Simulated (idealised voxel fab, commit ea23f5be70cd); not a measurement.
voxel gate over fins: a process module
Section cut is 260 nm wide and gridded with 5 nm square cells.
Cross-section format: a grid of square cells, given as bands from top to bottom; each band is one or more rows of cells.
This entry defines a band. It first specifies the height of the band's top and the height of its bottom in nm, and then specifies the band's materials from left to right, stating each material with its width in nm. The word "edge to edge" identifies a single material that fills the band from edge to edge, while the word "blank" identifies empty space.
Where do heights start? At 0: under that level the wafer as delivered is made of one material only. And the lowest band has no floor; it just carries on downward, as in "0 -> down".
Width "30..40": first value at the band's top row of cells, second value at its bottom row, equal change from row to row.
No cell of the cross-section changed in a step that is given as "no alteration".
Voids not open to the top, 8 cells minimum: see "Unvented internal voids". Written width x height at distance; distance is from the left edge; nm.
after a step's settings: what the simulator itself notes on the step
The setting "overlay nm" may be written on the line of a step. When the step uses a mask, the value reports how far to the right of the planned place the mask lay, and a negative value reports that it lay to the left.

### Process steps (planned)
1: RECEIVE, material Si
2: CONFORMAL_DEP, material SiN, thk nm 10
3: MASKED_ETCH, tone cover, mask id FINS, width nm 15, pitch nm 45, etch materials SiN, depth nm 10, overlay nm 0
4: MASKED_ETCH, tone cover, mask id FINS, width nm 15, pitch nm 45, etch materials Si, depth nm 35, overlay nm 0
5: OXIDIZE, depth nm 5
6: FILL_DEP, material SiO2, thk nm 15
7: CMP, height nm 10
8: SELECTIVE_ETCH, etch materials SiO2, depth nm 20
9: STRIP, etch materials SiN
10: CONFORMAL_DEP, material HfO2, thk nm 5
11: CONFORMAL_DEP, material TiN, thk nm 5
12: CONFORMAL_DEP, material TiAl, thk nm 5
13: CONFORMAL_DEP, material TiN, thk nm 5
14: FILL_DEP, material W, thk nm 15
15: CMP, height nm 30
16: CONFORMAL_DEP, material SiN, thk nm 10

### Wafer, first of two, run as planned

### As-received wafer cross-section (after step 1)
- 0 -> down = Si edge to edge
- Unvented internal voids: none

### Cross-section of the wafer subsequent to step 2
- 10 -> 0 = SiN edge to edge
- Nothing below the height 0 has changed.

### Cross-section of the wafer subsequent to step 3
- 10 -> 0 = 75 of blank, then 15 of SiN, then 30 of blank, then 15 of SiN, then 30 of blank, then 15 of SiN, then 80 of blank
- Nothing below the height 0 has changed.

### Cross-section of the wafer subsequent to step 4
- 10 -> 0 = 75 of blank, then 15 of SiN, then 30 of blank, then 15 of SiN, then 30 of blank, then 15 of SiN, then 80 of blank
- 0 -> -35 = 75 of blank, then 15 of Si, then 30 of blank, then 15 of Si, then 30 of blank, then 15 of Si, then 80 of blank
- Nothing below the height -35 has changed.

### Cross-section of the wafer subsequent to step 5
- 10 -> 0 = 75 of blank, then 15 of SiN, then 30 of blank, then 15 of SiN, then 30 of blank, then 15 of SiN, then 80 of blank
- 0 -> -35 = 75 of blank, then 5 of SiO2, then 5 of Si, then 5 of SiO2, then 30 of blank, then 5 of SiO2, then 5 of Si, then 5 of SiO2, then 30 of blank, then 5 of SiO2, then 5 of Si, then 5 of SiO2, then 80 of blank
- -35 -> -40 = 80 of SiO2, then 5 of Si, then 40 of SiO2, then 5 of Si, then 40 of SiO2, then 5 of Si, then 85 of SiO2
- Nothing below the height -40 has changed.

### Cross-section of the wafer subsequent to step 6
- 25 -> 10 = SiO2 edge to edge
- 10 -> 0 = 75 of SiO2, then 15 of SiN, then 30 of SiO2, then 15 of SiN, then 30 of SiO2, then 15 of SiN, then 80 of SiO2
- 0 -> -40 = 80 of SiO2, then 5 of Si, then 40 of SiO2, then 5 of Si, then 40 of SiO2, then 5 of Si, then 85 of SiO2
- Nothing below the height -40 has changed.

### Cross-section of the wafer subsequent to step 7
- 10 -> 0 = 75 of SiO2, then 15 of SiN, then 30 of SiO2, then 15 of SiN, then 30 of SiO2, then 15 of SiN, then 80 of SiO2
- Nothing below the height 0 has changed.

### Cross-section of the wafer subsequent to step 8
- 10 -> 0 = 75 of blank, then 15 of SiN, then 30 of blank, then 15 of SiN, then 30 of blank, then 15 of SiN, then 80 of blank
- 0 -> -10 = 80 of blank, then 5 of Si, then 40 of blank, then 5 of Si, then 40 of blank, then 5 of Si, then 85 of blank
- Nothing below the height -10 has changed.

### Cross-section of the wafer subsequent to step 9
- 0 -> -10 = 80 of blank, then 5 of Si, then 40 of blank, then 5 of Si, then 40 of blank, then 5 of Si, then 85 of blank
- Nothing below the height -10 has changed.

### Cross-section of the wafer subsequent to step 10
- 5 -> 0 = 75 of blank, then 15 of HfO2, then 30 of blank, then 15 of HfO2, then 30 of blank, then 15 of HfO2, then 80 of blank
- 0 -> -5 = 75 of blank, then 5 of HfO2, then 5 of Si, then 5 of HfO2, then 30 of blank, then 5 of HfO2, then 5 of Si, then 5 of HfO2, then 30 of blank, then 5 of HfO2, then 5 of Si, then 5 of HfO2, then 80 of blank
- -5 -> -10 = 80 of HfO2, then 5 of Si, then 40 of HfO2, then 5 of Si, then 40 of HfO2, then 5 of Si, then 85 of HfO2
- Nothing below the height -10 has changed.

### Cross-section of the wafer subsequent to step 11
- 10 -> 5 = 70 of blank, then 25 of TiN, then 20 of blank, then 25 of TiN, then 20 of blank, then 25 of TiN, then 75 of blank
- 5 -> 0 = 70 of blank, then 5 of TiN, then 15 of HfO2, then 5 of TiN, then 20 of blank, then 5 of TiN, then 15 of HfO2, then 5 of TiN, then 20 of blank, then 5 of TiN, then 15 of HfO2, then 5 of TiN, then 75 of blank
- 0 -> -5 = 75 of TiN, then 5 of HfO2, then 5 of Si, then 5 of HfO2, then 30 of TiN, then 5 of HfO2, then 5 of Si, then 5 of HfO2, then 30 of TiN, then 5 of HfO2, then 5 of Si, then 5 of HfO2, then 80 of TiN
- Nothing below the height -5 has changed.

### Cross-section of the wafer subsequent to step 12
- 15 -> 10 = 65 of blank, then 35 of TiAl, then 10 of blank, then 35 of TiAl, then 10 of blank, then 35 of TiAl, then 70 of blank
- 10 -> 5 = 65 of blank, then 5 of TiAl, then 25 of TiN, then 5 of TiAl, then 10 of blank, then 5 of TiAl, then 25 of TiN, then 5 of TiAl, then 10 of blank, then 5 of TiAl, then 25 of TiN, then 5 of TiAl, then 70 of blank
- 5 -> 0 = 70 of TiAl, then 5 of TiN, then 15 of HfO2, then 5 of TiN, then 20 of TiAl, then 5 of TiN, then 15 of HfO2, then 5 of TiN, then 20 of TiAl, then 5 of TiN, then 15 of HfO2, then 5 of TiN, then 75 of TiAl
- Nothing below the height 0 has changed.

### Cross-section of the wafer subsequent to step 13
- 20 -> 15 = 60 of blank, then 135 of TiN, then 65 of blank
- 15 -> 10 = 60 of blank, then 5 of TiN, then 35 of TiAl, then 10 of TiN, then 35 of TiAl, then 10 of TiN, then 35 of TiAl, then 5 of TiN, then 65 of blank
- 10 -> 5 = 65 of TiN, then 5 of TiAl, then 25 of TiN, then 5 of TiAl, then 10 of TiN, then 5 of TiAl, then 25 of TiN, then 5 of TiAl, then 10 of TiN, then 5 of TiAl, then 25 of TiN, then 5 of TiAl, then 70 of TiN
- Nothing below the height 5 has changed.

### Cross-section of the wafer subsequent to step 14
- 35 -> 20 = W edge to edge
- 20 -> 15 = 60 of W, then 135 of TiN, then 65 of W
- 15 -> 10 = 60 of W, then 5 of TiN, then 35 of TiAl, then 10 of TiN, then 35 of TiAl, then 10 of TiN, then 35 of TiAl, then 5 of TiN, then 65 of W
- Nothing below the height 10 has changed.

### Cross-section of the wafer subsequent to step 15
- 30 -> 20 = W edge to edge
- Nothing below the height 20 has changed.

### Cross-section of the wafer subsequent to step 16
- 40 -> 30 = SiN edge to edge
- Nothing below the height 30 has changed.

### Here the second wafer is described. Its start and its plan were those of the first wafer. Its run contained one mistake. Up to and including step 3, it did exactly what the first wafer did

### Cross-section of the second wafer at the time step 4 of the plan should have ended
- 10 -> 0 = 75 of blank, then 15 of SiN, then 30 of blank, then 15 of SiN, then 30 of blank, then 15 of SiN, then 80 of blank
- 0 -> -35 = 75 of blank, then 25 of Si, then 20 of blank, then 25 of Si, then 20 of blank, then 25 of Si, then 70 of blank
- Nothing below the height -35 has changed.

### Cross-section of the second wafer at the time step 5 of the plan should have ended
- 10 -> 0 = 75 of blank, then 15 of SiN, then 30 of blank, then 15 of SiN, then 30 of blank, then 15 of SiN, then 80 of blank
- 0 -> -5 = 75 of blank, then 5 of SiO2, then 5 of Si, then 15 of SiO2, then 20 of blank, then 5 of SiO2, then 5 of Si, then 15 of SiO2, then 20 of blank, then 5 of SiO2, then 5 of Si, then 15 of SiO2, then 70 of blank
- -5 -> -35 = 75 of blank, then 5 of SiO2, then 15 of Si, then 5 of SiO2, then 20 of blank, then 5 of SiO2, then 15 of Si, then 5 of SiO2, then 20 of blank, then 5 of SiO2, then 15 of Si, then 5 of SiO2, then 70 of blank
- -35 -> -40 = 80 of SiO2, then 15 of Si, then 30 of SiO2, then 15 of Si, then 30 of SiO2, then 15 of Si, then 75 of SiO2
- Nothing below the height -40 has changed.

### Cross-section of the second wafer at the time step 6 of the plan should have ended
- 25 -> 10 = SiO2 edge to edge
- 10 -> 0 = 75 of SiO2, then 15 of SiN, then 30 of SiO2, then 15 of SiN, then 30 of SiO2, then 15 of SiN, then 80 of SiO2
- 0 -> -5 = 80 of SiO2, then 5 of Si, then 40 of SiO2, then 5 of Si, then 40 of SiO2, then 5 of Si, then 85 of SiO2
- -5 -> -40 = 80 of SiO2, then 15 of Si, then 30 of SiO2, then 15 of Si, then 30 of SiO2, then 15 of Si, then 75 of SiO2
- Nothing below the height -40 has changed.

### Cross-section of the second wafer at the time step 7 of the plan should have ended
- 10 -> 0 = 75 of SiO2, then 15 of SiN, then 30 of SiO2, then 15 of SiN, then 30 of SiO2, then 15 of SiN, then 80 of SiO2
- Nothing below the height 0 has changed.

### Cross-section of the second wafer at the time step 8 of the plan should have ended
- 10 -> 0 = 75 of blank, then 15 of SiN, then 30 of blank, then 15 of SiN, then 30 of blank, then 15 of SiN, then 80 of blank
- 0 -> -10 = 80 of blank, then 5..15 of Si, then 40..30 of blank, then 5..15 of Si, then 40..30 of blank, then 5..15 of Si, then 85..75 of blank
- Nothing below the height -10 has changed.

### Cross-section of the second wafer at the time step 9 of the plan should have ended
- 0 -> -10 = 80 of blank, then 5..15 of Si, then 40..30 of blank, then 5..15 of Si, then 40..30 of blank, then 5..15 of Si, then 85..75 of blank
- Nothing below the height -10 has changed.

### Cross-section of the second wafer at the time step 10 of the plan should have ended
- 5 -> 0 = 75 of blank, then 15 of HfO2, then 30 of blank, then 15 of HfO2, then 30 of blank, then 15 of HfO2, then 80 of blank
- 0 -> -5 = 75 of blank, then 5 of HfO2, then 5 of Si, then 15 of HfO2, then 20 of blank, then 5 of HfO2, then 5 of Si, then 15 of HfO2, then 20 of blank, then 5 of HfO2, then 5 of Si, then 15 of HfO2, then 70 of blank
- -5 -> -10 = 80 of HfO2, then 15 of Si, then 30 of HfO2, then 15 of Si, then 30 of HfO2, then 15 of Si, then 75 of HfO2
- Nothing below the height -10 has changed.

### Cross-section of the second wafer at the time step 11 of the plan should have ended
- 10 -> 5 = 70 of blank, then 25 of TiN, then 20 of blank, then 25 of TiN, then 20 of blank, then 25 of TiN, then 75 of blank
- 5 -> 0 = 70 of blank, then 5 of TiN, then 15 of HfO2, then 15 of TiN, then 10 of blank, then 5 of TiN, then 15 of HfO2, then 15 of TiN, then 10 of blank, then 5 of TiN, then 15 of HfO2, then 15 of TiN, then 65 of blank
- 0 -> -5 = 75 of TiN, then 5 of HfO2, then 5 of Si, then 15 of HfO2, then 20 of TiN, then 5 of HfO2, then 5 of Si, then 15 of HfO2, then 20 of TiN, then 5 of HfO2, then 5 of Si, then 15 of HfO2, then 70 of TiN
- Nothing below the height -5 has changed.

### Cross-section of the second wafer at the time step 12 of the plan should have ended
- 15 -> 10 = 65 of blank, then 35 of TiAl, then 10 of blank, then 35 of TiAl, then 10 of blank, then 35 of TiAl, then 70 of blank
- 10 -> 5 = 65 of blank, then 5 of TiAl, then 25 of TiN, then 20 of TiAl, then 25 of TiN, then 20 of TiAl, then 25 of TiN, then 15 of TiAl, then 60 of blank
- 5 -> 0 = 70 of TiAl, then 5 of TiN, then 15 of HfO2, then 15 of TiN, then 10 of TiAl, then 5 of TiN, then 15 of HfO2, then 15 of TiN, then 10 of TiAl, then 5 of TiN, then 15 of HfO2, then 15 of TiN, then 65 of TiAl
- Nothing below the height 0 has changed.

### Cross-section of the second wafer at the time step 13 of the plan should have ended
- 20 -> 15 = 60 of blank, then 135 of TiN, then 65 of blank
- 15 -> 10 = 60 of blank, then 5 of TiN, then 35 of TiAl, then 10 of TiN, then 35 of TiAl, then 10 of TiN, then 35 of TiAl, then 15 of TiN, then 55 of blank
- 10 -> 5 = 65 of TiN, then 5 of TiAl, then 25 of TiN, then 20 of TiAl, then 25 of TiN, then 20 of TiAl, then 25 of TiN, then 15 of TiAl, then 60 of TiN
- Nothing below the height 5 has changed.

### Cross-section of the second wafer at the time step 14 of the plan should have ended
- 35 -> 20 = W edge to edge
- 20 -> 15 = 60 of W, then 135 of TiN, then 65 of W
- 15 -> 10 = 60 of W, then 5 of TiN, then 35 of TiAl, then 10 of TiN, then 35 of TiAl, then 10 of TiN, then 35 of TiAl, then 15 of TiN, then 55 of W
- Nothing below the height 10 has changed.

### Cross-section of the second wafer at the time step 15 of the plan should have ended
- 30 -> 20 = W edge to edge
- Nothing below the height 20 has changed.

### Cross-section of the second wafer at the time step 16 of the plan should have ended
- 40 -> 30 = SiN edge to edge
- Nothing below the height 30 has changed.
Error vs. plan: planned and actual differ for step 4; actual: MASKED_ETCH, tone cover, mask id FINS, width nm 15, pitch nm 45, etch materials Si, depth nm 35, overlay nm 10
Counted in cells at the end, the second wafer holds more or fewer of these materials than the first: Si +42 | SiO2 -36 | TiN -4 | W -2
